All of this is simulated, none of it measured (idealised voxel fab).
Presented below is a process module, voxel ribs on slabs.
The cross-section on display is named cut; it measures 275 nm wide, and its cells are 5 nm squares.
Cross-section spec: square-cell grid; bands listed top down; each band is one or more rows. Basically the band line says how high the top is and how high the bottom is, in nm, and then what's in it from left to right, every material with its width in nm. Empty space shows up as "blank", and if a single material carries "edge to edge" it runs the full band edge to edge. Beneath 0, the wafer as received is one material, and that level is where height counting begins. The lowest band goes on downward without a bottom; it is written like "top 0, no bottom". The expression "30..40" gives the width at the extremes of the band, the first number at its top row of cells and the second at its bottom row, with the width changing by equal amounts from each row to the next in between. You'll sometimes find "stayed the same" written for a step, and that's the way of saying that nowhere in the cross-section did a cell change during that step. Enclosed voids (no open way to top), threshold 8 cells or more, entry "Closed void register", notation width x height at distance, distance from left edge, nm. after a step's settings: what the simulator itself notes on the step. The setting "overlay nm" may be written on the line of a step. When the step uses a mask, the value reports how far to the right of the planned place the mask lay, and a negative value reports that it lay to the left.
Here's what the planned process steps look like
1 RECEIVE: material Si
2 DIRECTIONAL_DEP: material SiO2, thk nm 25
3 DIRECTIONAL_DEP: material SiN, thk nm 15
4 MASKED_ETCH: tone cover, mask id RIB, width nm 25, etch materials SiN, depth nm 5, overlay nm 0
5 DIRECTIONAL_DEP: material aC, thk nm 15
6 PATTERN: tone cover, mask id SLAB, material resist, width nm 55, thk nm 35, overlay nm 0
7 DIRECTIONAL_ETCH: etch materials aC, depth nm 15
8 STRIP: etch materials resist
9 DIRECTIONAL_ETCH: etch materials SiN, depth nm 10
10 STRIP: etch materials aC
11 FILL_DEP: material SiO2, thk nm 15
12 CMP: height nm 50
13 DIRECTIONAL_DEP: material W, thk nm 10
14 PATTERN: tone cover, mask id HEATER, material resist, width nm 35, thk nm 20, overlay nm 0
15 DIRECTIONAL_ETCH: etch materials W, depth nm 10
16 STRIP: etch materials resist
17 CONFORMAL_DEP: material SiN, thk nm 10
First wafer out of two, processed as planned
Cross-section of the incoming wafer, state after step 1
> top 0, no bottom: Si edge to edge
> Closed void register: none
After step 2, in cross-section
> top 25, bottom 0: SiO2 edge to edge
> Anything lower than 0 is untouched.
After step 3, in cross-section
> top 40, bottom 25: SiN edge to edge
> Anything lower than 25 is untouched.
After step 4, in cross-section
> top 40, bottom 35: blank 125 nm | SiN 25 nm | blank 125 nm
> Anything lower than 35 is untouched.
After step 5, in cross-section
> top 55, bottom 50: blank 125 nm | aC 25 nm | blank 125 nm
> top 50, bottom 40: aC edge to edge
> top 40, bottom 35: aC 125 nm | SiN 25 nm | aC 125 nm
> Anything lower than 35 is untouched.
After step 6, in cross-section
> top 90, bottom 55: blank 110 nm | resist 55 nm | blank 110 nm
> top 55, bottom 50: blank 110 nm | resist 15 nm | aC 25 nm | resist 15 nm | blank 110 nm
> Anything lower than 50 is untouched.
After step 7, in cross-section
> top 75, bottom 55: blank 110 nm | resist 55 nm | blank 110 nm
> top 55, bottom 50: blank 110 nm | resist 15 nm | aC 25 nm | resist 15 nm | blank 110 nm
> top 50, bottom 40: blank 110 nm | aC 55 nm | blank 110 nm
> top 40, bottom 35: blank 110 nm | aC 15 nm | SiN 25 nm | aC 15 nm | blank 110 nm
> Anything lower than 35 is untouched.
After step 8, in cross-section
> top 55, bottom 50: blank 125 nm | aC 25 nm | blank 125 nm
> Anything lower than 50 is untouched.
After step 9, in cross-section
> top 55, bottom 50: blank 125 nm | aC 25 nm | blank 125 nm
> top 50, bottom 40: blank 110 nm | aC 55 nm | blank 110 nm
> top 40, bottom 35: blank 110 nm | aC 15 nm | SiN 25 nm | aC 15 nm | blank 110 nm
> top 35, bottom 25: blank 110 nm | SiN 55 nm | blank 110 nm
> Anything lower than 25 is untouched.
After step 10, in cross-section
> top 40, bottom 35: blank 125 nm | SiN 25 nm | blank 125 nm
> Anything lower than 35 is untouched.
After step 11, in cross-section
> top 55, bottom 40: SiO2 edge to edge
> top 40, bottom 35: SiO2 125 nm | SiN 25 nm | SiO2 125 nm
> top 35, bottom 25: SiO2 110 nm | SiN 55 nm | SiO2 110 nm
> Anything lower than 25 is untouched.
After step 12, in cross-section
> top 50, bottom 40: SiO2 edge to edge
> Anything lower than 40 is untouched.
After step 13, in cross-section
> top 60, bottom 50: W edge to edge
> Anything lower than 50 is untouched.
After step 14, in cross-section
> top 80, bottom 60: blank 120 nm | resist 35 nm | blank 120 nm
> Anything lower than 60 is untouched.
After step 15, in cross-section
> top 80, bottom 60: blank 120 nm | resist 35 nm | blank 120 nm
> top 60, bottom 50: blank 120 nm | W 35 nm | blank 120 nm
> Anything lower than 50 is untouched.
After step 16, in cross-section
> top 60, bottom 50: blank 120 nm | W 35 nm | blank 120 nm
> Anything lower than 50 is untouched.
After step 17, in cross-section
> top 70, bottom 60: blank 110 nm | SiN 55 nm | blank 110 nm
> top 60, bottom 50: SiN 120 nm | W 35 nm | SiN 120 nm
> Anything lower than 50 is untouched.
second wafer: like start, like plan, one mistake. Through step 10 it matches the first wafer
Second wafer at the planned finish of step 11, seen in cross-section
> top 55, bottom 40: aC edge to edge
> top 40, bottom 35: aC 125 nm | SiN 25 nm | aC 125 nm
> top 35, bottom 25: aC 110 nm | SiN 55 nm | aC 110 nm
> Anything lower than 25 is untouched.
Second wafer at the planned finish of step 12, seen in cross-section
> top 50, bottom 40: aC edge to edge
> Anything lower than 40 is untouched.
Second wafer at the planned finish of step 13, seen in cross-section
> top 60, bottom 50: W edge to edge
> Anything lower than 50 is untouched.
Second wafer at the planned finish of step 14, seen in cross-section
> top 80, bottom 60: blank 120 nm | resist 35 nm | blank 120 nm
> Anything lower than 60 is untouched.
Second wafer at the planned finish of step 15, seen in cross-section
> top 80, bottom 60: blank 120 nm | resist 35 nm | blank 120 nm
> top 60, bottom 50: blank 120 nm | W 35 nm | blank 120 nm
> Anything lower than 50 is untouched.
Second wafer at the planned finish of step 16, seen in cross-section
> top 60, bottom 50: blank 120 nm | W 35 nm | blank 120 nm
> Anything lower than 50 is untouched.
Second wafer at the planned finish of step 17, seen in cross-section
> top 70, bottom 60: blank 110 nm | SiN 55 nm | blank 110 nm
> top 60, bottom 50: SiN 120 nm | W 35 nm | SiN 120 nm
> Anything lower than 50 is untouched.
Want to know what went wrong? step 11 was run on a setting that differed from the plan, and what really ran there is FILL_DEP: material aC, thk nm 15
Bottom line after processing is that, in cells, the second wafer is up or down on some materials versus the first: 248 fewer of SiO2, 248 more of aC
